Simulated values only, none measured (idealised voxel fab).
Title: Process Module voxel self aligned vias
The cross-section on display is named cut; it measures 275 nm wide, and its cells are 5 nm squares.
A cross-section in this document is a grid of square cells, and it is written down as bands, the top band listed before the ones below it; a band is made up of one or more rows of cells. It is stipulated that each band's entry specify, in nanometres, the height of the top of the band and then that of its bottom, followed by the materials of the band in left-to-right sequence, each together with its width in nanometres. A single material marked by the word "full width" is understood to fill the band from edge to edge; the word "blank" is understood to denote empty space. A quick word on heights: they are counted from 0, and under that level the wafer as it came to us is one material throughout. The lowest band is different from the rest in having no bottom; it simply continues downward, written as in "0..down". You'd read "30->40" like this: the band's top row of cells is as wide as the first number, its bottom row is as wide as the second, and going down, every row changes width by the same amount as the row before did. The cross-section has no changed cell in any step marked "nothing different". Enclosed void catalog: empty space of 8 cells or more with no open way to the top, each as width x height at its distance from the left edge, in nm. On a step's line, text after the settings is the simulator commenting on that step. If you see "overlay nm" on a step's line and that step has a mask, it's telling you how far right of where it was planned the mask ended up; a negative number means it went left instead.
So here's the lineup of process steps we planned:
- 1: RECEIVE | material Si
- 2: CONFORMAL_DEP | material SiO2 | thk nm 15
- 3: CONFORMAL_DEP | material SiCN | thk nm 5
- 4: DIRECTIONAL_DEP | material SiO2 | thk nm 20
- 5: MASKED_ETCH | tone open | mask id LINES | width nm 30 | pitch nm 55 | etch materials SiO2 | depth nm 20 | overlay nm 0
- 6: CONFORMAL_DEP | material TiN | thk nm 5
- 7: FILL_DEP | material Ru | thk nm 10
- 8: CMP | height nm 40
- 9: SELECTIVE_ETCH | etch materials W Ru TiN | depth nm 10
- 10: FILL_DEP | material SiN | thk nm 10
- 11: CMP | height nm 40
- 12: DIRECTIONAL_DEP | material SiO2 | thk nm 20
- 13: PATTERN | tone open | mask id VIAS | material resist | width nm 40 | pitch nm 110 | thk nm 20 | overlay nm 0
- 14: DIRECTIONAL_ETCH | etch materials SiO2 | depth nm 20
- 15: DIRECTIONAL_ETCH | etch materials SiN | depth nm 10
- 16: STRIP | etch materials resist
- 17: CONFORMAL_DEP | material TiN | thk nm 5
- 18: FILL_DEP | material W | thk nm 5
- 19: CMP | height nm 60
- 20: CONFORMAL_DEP | material SiCN | thk nm 5
Cross-section, incoming material, after step 1:
  0..down = Si full width
  Enclosed void catalog: none
Starting structure and process plan are as shown above, but one mistake was made in running the module; the wafer cross-section at the end of the module follows:
  65..60 = SiCN full width
  60..40 = SiO2: 60; TiN: 5; W: 30; TiN: 5; SiO2: 70; TiN: 5; W: 30; TiN: 5; SiO2: 65
  40..35 = SiO2: 60; TiN: 5; W: 30; TiN: 5; SiO2: 20; SiN: 30; SiO2: 20; TiN: 5; W: 30; TiN: 5; SiO2: 65
  35..30 = SiO2: 60; TiN: 40; SiO2: 20; SiN: 30; SiO2: 20; TiN: 40; SiO2: 65
  30..25 = SiO2: 60; TiN: 10; Ru: 20; TiN: 10; SiO2: 20; TiN: 5; Ru: 20; TiN: 5; SiO2: 20; TiN: 10; Ru: 20; TiN: 10; SiO2: 65
  25..20 = SiO2: 60; TiN: 40; SiO2: 20; TiN: 30; SiO2: 20; TiN: 40; SiO2: 65
  20..15 = SiCN full width
  15..0 = SiO2 full width
  0..down = Si full width
  Enclosed void catalog: none
Against the plan, the run slipped here: twice, step 14 of the plan was run
